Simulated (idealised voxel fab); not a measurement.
process module | voxel gate over fins
cross-section cut | 170 nm wide | cells 5 nm
A cross-section is a grid of square cells, given in bands from the top down. A band is one or more rows of cells.
Each band's line starts with the height of the band's top and of its bottom, in nm. Then come its materials from left to right, each with its width in nm. One material with "throughout" fills the band from edge to edge. "air" is empty space.
Height 0 is the level under which the wafer as received is all one material. The lowest band goes on downwards, as in "0 down".
A width such as "30 to 40" changes by the same amount from each row of cells to the next, from the band's top row to its bottom row.
"no change" after a step means that no cell of the cross-section changed.
closed voids: empty space of 8 cells or more with no open way to the top, each as width x height at its distance from the left edge, in nm
after a step's settings: what the simulator itself notes on the step
overlay nm, on a step with a mask: how far to the right of its planned place the mask lay; to the left if negative
plan
1 op RECEIVE | material Si
2 op CONFORMAL_DEP | material SiN | thk nm 5
3 op DIRECTIONAL_DEP | material aC | thk nm 15
4 op PATTERN | tone cover | mask id FINS | material resist | width nm 15 | pitch nm 45 | thk nm 35 | overlay nm -15
5 op DIRECTIONAL_ETCH | etch materials aC | depth nm 15
6 op STRIP | etch materials resist
7 op DIRECTIONAL_ETCH | etch materials SiN | depth nm 5
8 op DIRECTIONAL_ETCH | etch materials Si | depth nm 40
9 op STRIP | etch materials aC
10 op OXIDIZE | depth nm 5
11 op FILL_DEP | material SiO2 | thk nm 5
12 op CMP | height nm 5
13 op SELECTIVE_ETCH | etch materials SiO2 | depth nm 15
14 op STRIP | etch materials SiN
15 op CONFORMAL_DEP | material HfO2 | thk nm 5
16 op CONFORMAL_DEP | material TiN | thk nm 5
17 op FILL_DEP | material W | thk nm 15
18 op CMP | height nm 20
19 op CONFORMAL_DEP | material SiCN | thk nm 10
varied across the wafers: overlay nm of step 4. The plan shows the first wafer's value. All wafers start alike
first wafer as received, after step 1
  0 down: Si throughout
  closed voids: none
first wafer at the end, after step 19
  30 to 20: SiCN throughout
  20 to 10: W throughout
  10 to 5: W 10 | TiN 25 | W 20 | TiN 25 | W 20 | TiN 25 | W 45
  5 to 0: W 10 | TiN 5 | HfO2 15 | TiN 5 | W 20 | TiN 5 | HfO2 15 | TiN 5 | W 20 | TiN 5 | HfO2 15 | TiN 5 | W 45
  0 to -5: TiN 15 | HfO2 5 | Si 5 | HfO2 5 | TiN 30 | HfO2 5 | Si 5 | HfO2 5 | TiN 30 | HfO2 5 | Si 5 | HfO2 5 | TiN 50
  -5 to -10: HfO2 20 | Si 5 | HfO2 40 | Si 5 | HfO2 40 | Si 5 | HfO2 55
  -10 to -45: SiO2 20 | Si 5 | SiO2 40 | Si 5 | SiO2 40 | Si 5 | SiO2 55
  -45 down: Si throughout
  closed voids: none
last wafer at the end
  30 to 20: SiCN throughout
  20 to 10: W throughout
  10 to 5: W 40 | TiN 25 | W 20 | TiN 25 | W 20 | TiN 25 | W 15
  5 to 0: W 40 | TiN 5 | HfO2 15 | TiN 5 | W 20 | TiN 5 | HfO2 15 | TiN 5 | W 20 | TiN 5 | HfO2 15 | TiN 5 | W 15
  0 to -5: TiN 45 | HfO2 5 | Si 5 | HfO2 5 | TiN 30 | HfO2 5 | Si 5 | HfO2 5 | TiN 30 | HfO2 5 | Si 5 | HfO2 5 | TiN 20
  -5 to -10: HfO2 50 | Si 5 | HfO2 40 | Si 5 | HfO2 40 | Si 5 | HfO2 25
  -10 to -45: SiO2 50 | Si 5 | SiO2 40 | Si 5 | SiO2 40 | Si 5 | SiO2 25
  -45 down: Si throughout
  closed voids: none
each wafer at the end: cells of each material gained (+) or lost (-) since it was received, then its closed voids
overlay nm -15 | +46 HfO2 | -279 Si | +68 SiCN | +217 SiO2 | +46 TiN | +106 W | closed voids: none
overlay nm -10 | +46 HfO2 | -279 Si | +68 SiCN | +217 SiO2 | +46 TiN | +106 W | closed voids: none
overlay nm -5 | +46 HfO2 | -279 Si | +68 SiCN | +217 SiO2 | +46 TiN | +106 W | closed voids: none
overlay nm 0 | +46 HfO2 | -279 Si | +68 SiCN | +217 SiO2 | +46 TiN | +106 W | closed voids: none
overlay nm 5 | +46 HfO2 | -279 Si | +68 SiCN | +217 SiO2 | +46 TiN | +106 W | closed voids: none
overlay nm 10 | +46 HfO2 | -279 Si | +68 SiCN | +217 SiO2 | +46 TiN | +106 W | closed voids: none
overlay nm 15 | +46 HfO2 | -279 Si | +68 SiCN | +217 SiO2 | +46 TiN | +106 W | closed voids: none
